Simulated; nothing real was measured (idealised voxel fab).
process module | voxel wiring stack
cross-section cut | 205 nm wide | cells 5 nm
A cross-section is a grid of square cells, given in bands from the top down. A band is one or more rows of cells.
Each band's line starts with the height of the band's top and of its bottom, in nm. Then come its materials from left to right, each with its width in nm. One material with "throughout" fills the band from edge to edge. "air" is empty space.
Height 0 is the level under which the wafer as received is all one material. The lowest band goes on downwards, as in "0 down".
A width such as "30 to 40" changes by the same amount from each row of cells to the next, from the band's top row to its bottom row.
"no change" after a step means that no cell of the cross-section changed.
closed voids: empty space of 8 cells or more with no open way to the top, each as width x height at its distance from the left edge, in nm
after a step's settings: what the simulator itself notes on the step
overlay nm, on a step with a mask: how far to the right of its planned place the mask lay; to the left if negative
plan
1 op RECEIVE | material Si
2 op CONFORMAL_DEP | material SiO2 | thk nm 15
3 op DIRECTIONAL_DEP | material TiN | thk nm 5
4 op DIRECTIONAL_DEP | material W | thk nm 20
5 op DIRECTIONAL_DEP | material aC | thk nm 10
6 op PATTERN | tone cover | mask id METAL_1 | material resist | width nm 20 | pitch nm 35 | thk nm 30 | overlay nm 0
7 op DIRECTIONAL_ETCH | etch materials aC | depth nm 10
8 op STRIP | etch materials resist
9 op DIRECTIONAL_ETCH | etch materials W | depth nm 20
10 op DIRECTIONAL_ETCH | etch materials TiN | depth nm 5
11 op STRIP | etch materials aC
12 op CONFORMAL_DEP | material SiN | thk nm 5
13 op FILL_DEP | material SiO2 | thk nm 5
14 op CMP | height nm 40
15 op CONFORMAL_DEP | material SiCN | thk nm 5
16 op DIRECTIONAL_DEP | material lowk | thk nm 30
17 op MASKED_ETCH | tone open | mask id METAL_2_HOLES | width nm 15 | pitch nm 70 | etch materials lowk | depth nm 30 | overlay nm 0
18 op PATTERN | tone open | mask id METAL_2 | material resist | width nm 20 | pitch nm 35 | thk nm 20 | overlay nm 0
19 op DIRECTIONAL_ETCH | etch materials lowk | depth nm 15
20 op DIRECTIONAL_ETCH | etch materials SiCN | depth nm 5
21 op STRIP | etch materials resist
22 op CONFORMAL_DEP | material TiN | thk nm 5
23 op FILL_DEP | material Ru | thk nm 5
24 op CMP | height nm 75
25 op CONFORMAL_DEP | material SiCN | thk nm 5
26 op DIRECTIONAL_DEP | material SiO2 | thk nm 35
27 op DIRECTIONAL_DEP | material aC | thk nm 15
28 op PATTERN | tone open | mask id METAL_3 | material resist | width nm 20 | pitch nm 35 | thk nm 30 | overlay nm 0
29 op DIRECTIONAL_ETCH | etch materials aC | depth nm 15
30 op STRIP | etch materials resist
31 op DIRECTIONAL_ETCH | etch materials SiO2 | depth nm 20
32 op STRIP | etch materials aC
33 op MASKED_ETCH | tone open | mask id METAL_3_HOLES | width nm 15 | pitch nm 70 | etch materials SiO2 | depth nm 15 | overlay nm 0
34 op MASKED_ETCH | tone open | mask id METAL_3_HOLES | width nm 15 | pitch nm 70 | etch materials SiCN | depth nm 5 | overlay nm 0
35 op CONFORMAL_DEP | material TiN | thk nm 5
36 op FILL_DEP | material Ru | thk nm 5
37 op CMP | height nm 115
38 op CONFORMAL_DEP | material SiCN | thk nm 5
39 op DIRECTIONAL_DEP | material SiO2 | thk nm 35
40 op DIRECTIONAL_DEP | material aC | thk nm 10
41 op PATTERN | tone open | mask id METAL_4 | material resist | width nm 20 | pitch nm 35 | thk nm 25 | overlay nm 0
42 op DIRECTIONAL_ETCH | etch materials aC | depth nm 10
43 op STRIP | etch materials resist
44 op DIRECTIONAL_ETCH | etch materials SiO2 | depth nm 20
45 op STRIP | etch materials aC
46 op PATTERN | tone open | mask id METAL_4_HOLES | material resist | width nm 15 | pitch nm 70 | thk nm 20 | overlay nm 0
47 op DIRECTIONAL_ETCH | etch materials SiO2 | depth nm 15
48 op DIRECTIONAL_ETCH | etch materials SiCN | depth nm 5
49 op STRIP | etch materials resist
50 op CONFORMAL_DEP | material TiN | thk nm 5
51 op FILL_DEP | material Cu | thk nm 10
52 op CMP | height nm 155
53 op CONFORMAL_DEP | material SiCN | thk nm 5
as received, after step 1
  0 down: Si throughout
  closed voids: none
a wafer at the end: this start, this plan, one mistake
  160 to 155: SiCN throughout
  155 to 145: SiO2 40 | TiN 5 | Cu 10 | TiN 5 | SiO2 20 | TiN 5 | Cu 5 | TiN 5 | SiO2 15 | TiN 5 | Cu 10 | TiN 5 | SiO2 20 | TiN 5 | Cu 5 | TiN 5 | SiO2 40
  145 to 140: SiO2 40 | TiN 10 | Cu 5 | TiN 5 | SiO2 20 | TiN 5 | Cu 5 | TiN 5 | SiO2 15 | TiN 10 | Cu 5 | TiN 5 | SiO2 20 | TiN 5 | Cu 5 | TiN 5 | SiO2 40
  140 to 135: SiO2 45 | TiN 15 | SiO2 20 | TiN 15 | SiO2 20 | TiN 15 | SiO2 20 | TiN 15 | SiO2 40
  135 to 120: SiO2 45 | TiN 10 | SiO2 60 | TiN 10 | SiO2 80
  120 to 115: SiCN 45 | TiN 10 | SiCN 60 | TiN 10 | SiCN 80
  115 to 100: SiO2 40 | TiN 5 | Ru 10 | TiN 5 | SiO2 15 | TiN 5 | Ru 10 | TiN 5 | SiO2 15 | TiN 5 | Ru 10 | TiN 5 | SiO2 15 | TiN 5 | Ru 10 | TiN 5 | SiO2 40
  100 to 95: SiO2 40 | TiN 5 | Ru 5 | TiN 10 | SiO2 15 | TiN 20 | SiO2 15 | TiN 5 | Ru 5 | TiN 10 | SiO2 15 | TiN 20 | SiO2 40
  95 to 80: SiO2 40 | TiN 5 | Ru 5 | TiN 5 | SiO2 55 | TiN 5 | Ru 5 | TiN 5 | SiO2 80
  80 to 75: SiCN 40 | TiN 15 | SiCN 55 | TiN 15 | SiCN 80
  75 to 65: lowk 40 | TiN 5 | Ru 10 | TiN 5 | lowk 15 | TiN 5 | Ru 10 | TiN 5 | lowk 15 | TiN 5 | Ru 10 | TiN 5 | lowk 15 | TiN 5 | Ru 10 | TiN 5 | lowk 40
  65 to 60: lowk 40 | TiN 5 | Ru 5 | TiN 10 | lowk 15 | TiN 20 | lowk 15 | TiN 5 | Ru 5 | TiN 10 | lowk 15 | TiN 20 | lowk 40
  60 to 45: lowk 40 | TiN 5 | Ru 5 | TiN 5 | lowk 55 | TiN 5 | Ru 5 | TiN 5 | lowk 80
  45 to 40: SiCN 40 | TiN 15 | SiCN 55 | TiN 15 | SiCN 80
  40 to 20: SiO2 35 | SiN 5 | W 20 | SiN 5 | SiO2 5 | SiN 5 | W 20 | SiN 5 | SiO2 5 | SiN 5 | W 20 | SiN 5 | SiO2 5 | SiN 5 | W 20 | SiN 5 | SiO2 35
  20 to 15: SiN 40 | TiN 20 | SiN 15 | TiN 20 | SiN 15 | TiN 20 | SiN 15 | TiN 20 | SiN 40
  15 to 0: SiO2 throughout
  0 down: Si throughout
  closed voids: none
what went wrong: step 41 ran as: op PATTERN | tone open | mask id METAL_4 | material resist | width nm 15 | pitch nm 35 | thk nm 25 | overlay nm 0
